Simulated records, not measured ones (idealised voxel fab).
Presented below is a process module, voxel ribs on slabs.
We display cut, a cross-section 150 nm in width whose square cells are each 5 nm.
A cross-section in this document is a grid of square cells, and it is written down as bands, the top band listed before the ones below it; a band is made up of one or more rows of cells.
Heads up on the band format: heights come first, top then bottom, in nm. After that it's the materials left to right, each with its width in nm. A single material flagged "throughout" fills the whole band edge to edge, and "air" means there's empty space there.
Heads up on the height convention: 0 is the point under which the incoming wafer is all one material, and the lowest band has no bottom, it just keeps going down, like "top 0, no bottom".
A width given as "30->40" starts at the first number in the band's top row and ends at the second number in its bottom row, shifting by an equal amount at every step from row to row.
Step note "identical to before" = no cross-section cell changed.
Look at "Entrapped voids" for the closed voids: empty spaces with no open path to the top, sized 8 cells or up. Each is width x height at distance, distance from the left edge, all nm.
If you see something after the settings on a step's line, that's the simulator's own remark about that step.
A step line may carry the setting "overlay nm", which, for steps involving a mask, states the distance by which the mask lay to the right of its intended position; negative values denote displacement to the left.
**These are the steps we planned for the process**
step 1: RECEIVE (material Si)
step 2: DIRECTIONAL_DEP (material SiO2; thk nm 30)
step 3: DIRECTIONAL_DEP (material polySi; thk nm 20)
step 4: DIRECTIONAL_DEP (material aC; thk nm 15)
step 5: PATTERN (tone cover; mask id RIB; material resist; width nm 30; thk nm 30; overlay nm 0)
step 6: DIRECTIONAL_ETCH (etch materials aC; depth nm 15)
step 7: STRIP (etch materials resist)
step 8: DIRECTIONAL_ETCH (etch materials polySi; depth nm 15)
step 9: STRIP (etch materials aC)
step 10: DIRECTIONAL_DEP (material aC; thk nm 10)
step 11: PATTERN (tone cover; mask id SLAB; material resist; width nm 90; thk nm 25; overlay nm 0)
step 12: DIRECTIONAL_ETCH (etch materials aC; depth nm 10)
step 13: STRIP (etch materials resist)
step 14: DIRECTIONAL_ETCH (etch materials polySi; depth nm 5)
step 15: STRIP (etch materials aC)
step 16: FILL_DEP (material SiO2; thk nm 25)
step 17: CMP (height nm 65)
step 18: DIRECTIONAL_DEP (material W; thk nm 5)
step 19: PATTERN (tone cover; mask id HEATER; material resist; width nm 40; thk nm 15; overlay nm 0)
step 20: DIRECTIONAL_ETCH (etch materials W; depth nm 5)
step 21: STRIP (etch materials resist)
step 22: CONFORMAL_DEP (material SiN; thk nm 10)
**As received (post step 1): cross-section**
* top 0, no bottom = Si throughout
* Entrapped voids: none
**Sectioned view, first of two wafers, at the close of the module, processed as intended in the plan**
* top 80, bottom 75 = 45 air; 60 SiN; 45 air
* top 75, bottom 70 = SiN throughout
* top 70, bottom 65 = 55 SiN; 40 W; 55 SiN
* top 65, bottom 50 = SiO2 throughout
* top 50, bottom 35 = 60 SiO2; 30 polySi; 60 SiO2
* top 35, bottom 30 = 30 SiO2; 90 polySi; 30 SiO2
* top 30, bottom 0 = SiO2 throughout
* top 0, no bottom = Si throughout
* Entrapped voids: none
**Cross-section at end of module for the second wafer of two, which matched the first in starting point and plan and differed by one mistake in its processing**
* top 80, bottom 75 = 45 air; 60 SiN; 45 air
* top 75, bottom 70 = SiN throughout
* top 70, bottom 65 = 55 SiN; 40 W; 55 SiN
* top 65, bottom 60 = SiO2 throughout
* top 60, bottom 45 = 60 SiO2; 30 polySi; 60 SiO2
* top 45, bottom 40 = 30 SiO2; 90 polySi; 30 SiO2
* top 40, bottom 30 = polySi throughout
* top 30, bottom 0 = SiO2 throughout
* top 0, no bottom = Si throughout
* Entrapped voids: none
Against the plan, the run slipped here: step 3 went in with a setting other than planned; the actual run was DIRECTIONAL_DEP (material polySi; thk nm 30)
Final comparison by cell count, materials where the second wafer has more or fewer than the first: SiO2: 60 fewer; polySi: 60 more
